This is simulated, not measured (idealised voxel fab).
Herein follows the process module entitled voxel transistor to metal.
For reference, the cross-section in this document is cut, with width 185 nm and square cells of 5 nm.
This document writes a cross-section as a grid whose cells are square, and gives it as bands, listed from the top down; one or more rows of cells form a band. First you get the band's top height and its bottom height, in nm, and then the materials it's made of, left to right, with each width in nm. If you see a single material with "throughout", that one covers the band edge to edge. "air" is empty space. Measure heights from 0. That's the level where, below it, the as-received wafer is all one material. The lowest band is bottomless and extends downward; write it as in "z 0 and below". Think of "30 to 40" as a width that walks from the first number to the second as you go down the band, top row to bottom row, taking equal-sized steps from row to row. For the purposes of this document, the phrase "no modification" attached to a step denotes that no cell within the cross-section was modified by that step. The entry "Enclosed void listing" lists the empty spaces that cover at least 8 cells and have no open path to the top. Each is written as width x height at distance, where the distance is measured from the left edge and all three values are in nm. Text after the settings on a step's line: the simulator's own remark on that step. overlay nm, on a step with a mask: how far to the right of its planned place the mask lay; to the left if negative.

[List of planned process steps]
step 1: RECEIVE (material Si)
step 2: CONFORMAL_DEP (material SiO2; thk nm 5)
step 3: CONFORMAL_DEP (material SiN; thk nm 10)
step 4: DIRECTIONAL_DEP (material aC; thk nm 15)
step 5: PATTERN (tone cover; mask id ACTIVE; material resist; width nm 100; thk nm 30; overlay nm 0)
step 6: DIRECTIONAL_ETCH (etch materials aC; depth nm 15)
step 7: STRIP (etch materials resist)
step 8: DIRECTIONAL_ETCH (etch materials SiN; depth nm 10)
step 9: DIRECTIONAL_ETCH (etch materials SiO2; depth nm 5)
step 10: DIRECTIONAL_ETCH (etch materials Si; depth nm 30)
step 11: STRIP (etch materials aC)
step 12: FILL_DEP (material SiO2; thk nm 15)
step 13: CMP (height nm 15)
step 14: SELECTIVE_ETCH (etch materials SiO2; depth nm 10)
step 15: STRIP (etch materials SiN)
step 16: SELECTIVE_ETCH (etch materials SiO2; depth nm 5)
step 17: OXIDIZE (depth nm 5)
step 18: DIRECTIONAL_DEP (material polySi; thk nm 25)
step 19: DIRECTIONAL_DEP (material SiCN; thk nm 10)
step 20: DIRECTIONAL_DEP (material aC; thk nm 15)
step 21: PATTERN (tone cover; mask id GATE; material resist; width nm 20; thk nm 35; overlay nm 0)
step 22: DIRECTIONAL_ETCH (etch materials aC; depth nm 15)
step 23: STRIP (etch materials resist)
step 24: DIRECTIONAL_ETCH (etch materials SiCN; depth nm 20)
step 25: DIRECTIONAL_ETCH (etch materials polySi; depth nm 35)
step 26: STRIP (etch materials aC)
step 27: CONFORMAL_DEP (material SiN; thk nm 10)
step 28: DIRECTIONAL_ETCH (etch materials SiN; depth nm 10)
step 29: DIRECTIONAL_ETCH (etch materials SiO2; depth nm 5)
step 30: DIRECTIONAL_ETCH (etch materials Si; depth nm 10)
step 31: EPI (material SiGe; thk nm 15)
step 32: FILL_DEP (material SiO2; thk nm 5)
step 33: CMP (height nm 35)
step 34: DIRECTIONAL_DEP (material SiO2; thk nm 10)
step 35: PATTERN (tone open; mask id CONTACT; material resist; width nm 30; pitch nm 60; thk nm 15; overlay nm 0)
step 36: DIRECTIONAL_ETCH (etch materials SiO2; depth nm 45)
step 37: STRIP (etch materials resist)
step 38: CONFORMAL_DEP (material TiN; thk nm 5)
step 39: FILL_DEP (material W; thk nm 10)
step 40: CMP (height nm 45)
step 41: CONFORMAL_DEP (material SiN; thk nm 5)
step 42: DIRECTIONAL_DEP (material SiO2; thk nm 20)
step 43: MASKED_ETCH (tone open; mask id METAL_1; width nm 15; pitch nm 75; etch materials SiO2; depth nm 20; overlay nm 0)
step 44: MASKED_ETCH (tone open; mask id METAL_1; width nm 15; pitch nm 75; etch materials SiN; depth nm 5; overlay nm 0)
step 45: CONFORMAL_DEP (material TiN; thk nm 5)
step 46: FILL_DEP (material Cu; thk nm 10)
step 47: CMP (height nm 70)
step 48: CONFORMAL_DEP (material SiCN; thk nm 5)
step 49: DIRECTIONAL_DEP (material SiO2; thk nm 25)
step 50: PATTERN (tone open; mask id METAL_2; material resist; width nm 15; pitch nm 75; thk nm 15; overlay nm 0)
step 51: DIRECTIONAL_ETCH (etch materials SiO2; depth nm 15)
step 52: STRIP (etch materials resist)
step 53: DIRECTIONAL_DEP (material aC; thk nm 15)
step 54: PATTERN (tone open; mask id METAL_2_HOLES; material resist; width nm 15; pitch nm 75; thk nm 35; overlay nm 0)
step 55: DIRECTIONAL_ETCH (etch materials aC; depth nm 15)
step 56: STRIP (etch materials resist)
step 57: DIRECTIONAL_ETCH (etch materials SiO2; depth nm 10)
step 58: DIRECTIONAL_ETCH (etch materials SiCN; depth nm 5)
step 59: STRIP (etch materials aC)
step 60: CONFORMAL_DEP (material TiN; thk nm 5)
step 61: FILL_DEP (material Cu; thk nm 10)
step 62: CMP (height nm 100)
step 63: CONFORMAL_DEP (material SiN; thk nm 5)

[As-received wafer cross-section (after step 1)]
* z 0 and below: Si throughout
* Enclosed void listing: none

[Starting wafer: above. Plan: above. Run: one mistake. Cross-section after the module: below]
* z 105 to 100: SiN throughout
* z 100 to 75: 45 of SiO2, 5 of TiN, 5 of Cu, 5 of TiN, 60 of SiO2, 5 of TiN, 5 of Cu, 5 of TiN, 50 of SiO2
* z 75 to 70: 45 of SiCN, 15 of TiN, 60 of SiCN, 15 of TiN, 50 of SiCN
* z 70 to 50: 45 of SiO2, 5 of TiN, 5 of Cu, 5 of TiN, 60 of SiO2, 5 of TiN, 5 of Cu, 5 of TiN, 50 of SiO2
* z 50 to 45: 45 of SiN, 15 of TiN, 60 of SiN, 15 of TiN, 50 of SiN
* z 45 to 35: 45 of SiO2, 5 of TiN, 20 to 15 of W, 5 to 10 of TiN, 30 of SiO2, 5 to 10 of TiN, 20 to 15 of W, 5 of TiN, 50 of SiO2
* z 35 to 25: 45 of SiO2, 5 of TiN, 15 of W, 5 of TiN, 10 of SiN, 20 of SiCN, 10 of SiN, 5 of TiN, 15 of W, 5 of TiN, 50 of SiO2
* z 25 to 15: 45 of SiO2, 5 of TiN, 15 of W, 5 of TiN, 10 of SiN, 20 of polySi, 10 of SiN, 5 of TiN, 15 of W, 5 of TiN, 50 of SiO2
* z 15 to 10: 45 of SiO2, 25 of TiN, 10 of SiN, 20 of polySi, 10 of SiN, 25 of TiN, 50 of SiO2
* z 10 to 0: 45 of SiO2, 10 of TiN, 15 of SiGe, 10 of SiN, 20 of polySi, 10 of SiN, 15 of SiGe, 10 of TiN, 50 of SiO2
* z 0 to -5: 55 of SiO2, 15 of SiGe, 40 of SiO2, 15 of SiGe, 60 of SiO2
* z -5 to -20: 40 of SiO2, 30 of SiGe, 40 of Si, 30 of SiGe, 45 of SiO2
* z -20 to -30: 40 of SiO2, 100 of Si, 45 of SiO2
* z -30 and below: Si throughout
* Enclosed void listing: none
Against the plan, the run slipped here: step 30: run off-plan, actual operation and settings DIRECTIONAL_ETCH (etch materials Si; depth nm 15)
